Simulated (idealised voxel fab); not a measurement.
Process module under the name voxel air gaps
The width of the displayed cross-section, cut, is 280 nm; its cells are square, with a size of 5 nm.
The cross-sections in this document take the form of a grid made of square cells. They are written out as bands, in order from top to bottom. Each band consists of one or more rows of cells. Quick guide to a band line: top height, bottom height (nm) up front; then every material left to right with its width in nm. Only one material and it's marked "full width"? Then it fills the band edge to edge. And "air" just means empty space. Where do heights start? At 0: under that level the wafer as delivered is made of one material only. And the lowest band has no floor; it just carries on downward, as in "0 -> down". When a width is written as two numbers, as in "30..40", the first number is the width in the top row of cells of the band and the second is the width in its bottom row, and the width changes by the same amount from each row to the next. When a step is marked "stayed the same", none of the cells in the cross-section changed during that step. "Closed internal voids": sealed empty spaces, 8 cells or more, no open way to top, listed width x height at distance, with distance from the left edge and width, height and distance in nm. Where a step's line continues beyond its settings, the continuation is a remark by the simulator itself on that step. If you see "overlay nm" on a step's line and that step has a mask, it's telling you how far right of where it was planned the mask ended up; a negative number means it went left instead.

The process steps that were planned are listed below:
1: RECEIVE, material Si
2: CONFORMAL_DEP, material SiO2, thk nm 15
3: CONFORMAL_DEP, material SiCN, thk nm 5
4: DIRECTIONAL_DEP, material SiO2, thk nm 30
5: DIRECTIONAL_DEP, material aC, thk nm 10
6: PATTERN, tone open, mask id LINES, material resist, width nm 15, pitch nm 40, thk nm 30, overlay nm 0
7: DIRECTIONAL_ETCH, etch materials aC, depth nm 10
8: STRIP, etch materials resist
9: DIRECTIONAL_ETCH, etch materials SiO2, depth nm 30
10: STRIP, etch materials aC
11: CONFORMAL_DEP, material TiN, thk nm 5
12: FILL_DEP, material Cu, thk nm 5
13: CMP, height nm 50
14: EPI, material Ru, thk nm 10
15: SELECTIVE_ETCH, etch materials SiO2, depth nm 40
16: CONFORMAL_DEP, material SiCN, thk nm 5

Incoming wafer, cross-sectional view, post step 1:
    0 -> down  Si full width
    Closed internal voids: none

As-planned run: cross-section of the first of two wafers at end of module:
    65 -> 60  air=55, then SiCN=165, then air=60
    60 -> 50  air=55, then SiCN=5, then Ru=35, then SiCN=5, then Ru=35, then SiCN=5, then Ru=35, then SiCN=5, then Ru=35, then SiCN=5, then air=60
    50 -> 45  air=55, then SiCN=15, then TiN=5, then Cu=5, then TiN=5, then SiCN=25, then TiN=5, then Cu=5, then TiN=5, then SiCN=25, then TiN=5, then Cu=5, then TiN=5, then SiCN=25, then TiN=5, then Cu=5, then TiN=5, then SiCN=15, then air=60
    45 -> 25  air=65, then SiCN=5, then TiN=5, then Cu=5, then TiN=5, then SiCN=5, then air=15, then SiCN=5, then TiN=5, then Cu=5, then TiN=5, then SiCN=5, then air=15, then SiCN=5, then TiN=5, then Cu=5, then TiN=5, then SiCN=5, then air=15, then SiCN=5, then TiN=5, then Cu=5, then TiN=5, then SiCN=5, then air=70
    25 -> 20  SiCN=70, then TiN=15, then SiCN=25, then TiN=15, then SiCN=25, then TiN=15, then SiCN=25, then TiN=15, then SiCN=75
    20 -> 15  SiCN full width
    15 -> 0  SiO2 full width
    0 -> down  Si full width
    Closed internal voids: 15 x 20 at 90; 15 x 20 at 130; 15 x 20 at 170

Cross-section, second wafer: same start as the first, same plan as the first, one mistake in running it; taken at the end of the module:
    60 -> 50  air=60, then Ru=35, then air=5, then Ru=35, then air=5, then Ru=35, then air=5, then Ru=35, then air=65
    50 -> 25  air=70, then TiN=5, then Cu=5, then TiN=5, then air=25, then TiN=5, then Cu=5, then TiN=5, then air=25, then TiN=5, then Cu=5, then TiN=5, then air=25, then TiN=5, then Cu=5, then TiN=5, then air=75
    25 -> 20  air=70, then TiN=15, then air=25, then TiN=15, then air=25, then TiN=15, then air=25, then TiN=15, then air=75
    20 -> 15  SiCN full width
    15 -> 0  SiO2 full width
    0 -> down  Si full width
    Closed internal voids: none
What went wrong in running the wafer? step 16 of the plan did not run at all; it was left out
FYI, end of process, the second wafer has more or fewer cells of some materials than the first: -140 SiCN
On completion, 0 closed voids are found in the second wafer, whereas the first wafer has 3.
